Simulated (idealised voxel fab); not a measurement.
Process module heading - voxel capacitor over wiring
For reference, the cross-section in this document is cut, with width 250 nm and square cells of 5 nm.
In what follows, cross-sections appear as grids of square cells, described through bands that run from the top down, where every band is one or more rows of cells.
The band entry comprises the height of the band's top followed by the height of its bottom, expressed in nm, and subsequently the band's materials from left to right, each stated together with its width in nm. Where a single material is marked with the word "throughout", that material fills the band from edge to edge. The word "empty" represents empty space.
Below 0: as-received wafer, all one material; heights counted from there. Lowest band: no bottom, goes on down, written "0 down".
When a width is written as two numbers, as in "30 to 40", the first number is the width in the top row of cells of the band and the second is the width in its bottom row, and the width changes by the same amount from each row to the next.
"nothing altered" for a step: no cell of the cross-section changed in that step.
You'll see "Closed cavity list" listing empty spaces that have no way open to the top, as long as they're 8 cells or more; the notation is width x height at distance, where the distance is from the left edge, and all of it is in nm.
Where a step's line continues beyond its settings, the continuation is a remark by the simulator itself on that step.
On any step carrying a mask, the "overlay nm" setting, if present on the step's line, tells how far right of its planned place the mask lay; negative values point to the left.
## Below is the list of planned process steps
1) RECEIVE, material Si
2) CONFORMAL_DEP, material SiO2, thk nm 10
3) DIRECTIONAL_DEP, material TiN, thk nm 5
4) DIRECTIONAL_DEP, material W, thk nm 15
5) DIRECTIONAL_DEP, material aC, thk nm 10
6) PATTERN, tone cover, mask id METAL_1, material resist, width nm 25, pitch nm 90, thk nm 25, overlay nm 0
7) DIRECTIONAL_ETCH, etch materials aC, depth nm 10
8) STRIP, etch materials resist
9) DIRECTIONAL_ETCH, etch materials W, depth nm 15
10) DIRECTIONAL_ETCH, etch materials TiN, depth nm 5
11) STRIP, etch materials aC
12) CONFORMAL_DEP, material SiCN, thk nm 5
13) FILL_DEP, material SiO2, thk nm 5
14) CMP, height nm 30
15) CONFORMAL_DEP, material SiCN, thk nm 5
16) DIRECTIONAL_DEP, material SiO2, thk nm 15
17) MASKED_ETCH, tone open, mask id PLUG_1, width nm 15, etch materials SiO2, depth nm 15, overlay nm 0
18) MASKED_ETCH, tone open, mask id PLUG_1, width nm 15, etch materials SiCN, depth nm 5, overlay nm 0
19) EPI, material Ru, thk nm 10
20) EPI, material Ru, thk nm 10
21) DIRECTIONAL_DEP, material TiN, thk nm 10
22) DIRECTIONAL_DEP, material SiN, thk nm 5
23) DIRECTIONAL_DEP, material TiN, thk nm 10
24) MASKED_ETCH, tone cover, mask id UPPER_PLATE, width nm 70, etch materials TiN, depth nm 10, overlay nm 0
25) MASKED_ETCH, tone cover, mask id UPPER_PLATE, width nm 70, etch materials SiN, depth nm 5, overlay nm 0
26) PATTERN, tone cover, mask id LOWER_PLATE, material resist, width nm 80, thk nm 20, overlay nm 0
27) DIRECTIONAL_ETCH, etch materials TiN, depth nm 10
28) STRIP, etch materials resist
29) FILL_DEP, material SiO2, thk nm 20
30) CMP, height nm 90
31) DIRECTIONAL_DEP, material aC, thk nm 15
32) PATTERN, tone open, mask id PLUG_2, material resist, width nm 15, thk nm 30, overlay nm 0
33) DIRECTIONAL_ETCH, etch materials aC, depth nm 15
34) STRIP, etch materials resist
35) DIRECTIONAL_ETCH, etch materials SiO2, depth nm 15
36) STRIP, etch materials aC
37) CONFORMAL_DEP, material TiN, thk nm 5
38) FILL_DEP, material Ru, thk nm 5
39) CMP, height nm 90
40) CONFORMAL_DEP, material SiCN, thk nm 5
## Shown in cross-section is the wafer as received, that is, as it stands after step 1
- 0 down = Si throughout
- Closed cavity list: none
## End-of-module XS, first of two wafers, run as planned
- 95 to 90 = SiCN throughout
- 90 to 80 = 85 of SiO2; 5 of TiN; 5 of Ru; 5 of TiN; 150 of SiO2
- 80 to 75 = 85 of SiO2; 15 of TiN; 150 of SiO2
- 75 to 65 = 75 of SiO2; 70 of TiN; 105 of SiO2
- 65 to 60 = 75 of SiO2; 70 of SiN; 105 of SiO2
- 60 to 50 = 70 of SiO2; 80 of TiN; 100 of SiO2
- 50 to 35 = 75 of SiO2; 15 of Ru; 160 of SiO2
- 35 to 30 = 75 of SiCN; 15 of Ru; 160 of SiCN
- 30 to 15 = 60 of SiO2; 5 of SiCN; 25 of W; 5 of SiCN; 55 of SiO2; 5 of SiCN; 25 of W; 5 of SiCN; 65 of SiO2
- 15 to 10 = 65 of SiCN; 25 of TiN; 65 of SiCN; 25 of TiN; 70 of SiCN
- 10 to 0 = SiO2 throughout
- 0 down = Si throughout
- Closed cavity list: none
## End of module, second wafer, cross-section. Started like the first, planned like the first, run with one mistake
- 95 to 90 = SiCN throughout
- 90 to 80 = 85 of SiO2; 5 of TiN; 5 of Ru; 5 of TiN; 150 of SiO2
- 80 to 75 = 85 of SiO2; 15 of TiN; 150 of SiO2
- 75 to 65 = 90 of SiO2; 55 of TiN; 105 of SiO2
- 65 to 60 = 90 of SiO2; 55 of SiN; 105 of SiO2
- 60 to 55 = 70 of SiO2; 5 of TiN; 15 of SiO2; 60 of TiN; 100 of SiO2
- 55 to 45 = 70 to 75 of SiO2; 80 to 15 of TiN; 100 to 160 of SiO2
- 45 to 40 = 75 of SiO2; 15 of SiN; 160 of SiO2
- 40 to 35 = 75 of SiO2; 15 of TiN; 160 of SiO2
- 35 to 30 = 75 of SiCN; 15 of TiN; 160 of SiCN
- 30 to 25 = SiO2 throughout
- 25 to 20 = 60 of SiO2; 35 of SiCN; 55 of SiO2; 35 of SiCN; 65 of SiO2
- 20 to 15 = 60 of SiO2; 5 of SiCN; 25 of W; 5 of SiCN; 55 of SiO2; 5 of SiCN; 25 of W; 5 of SiCN; 65 of SiO2
- 15 to 10 = 65 of SiCN; 25 of TiN; 65 of SiCN; 25 of TiN; 70 of SiCN
- 10 to 0 = SiO2 throughout
- 0 down = Si throughout
- Closed cavity list: none
The plan and the run diverged here: step 4 ran as: DIRECTIONAL_DEP, material W, thk nm 5
Materials where the second wafer ends with more or fewer cells than the first: 12 fewer of Ru | 6 more of SiCN | 26 more of SiO2 | 20 fewer of W
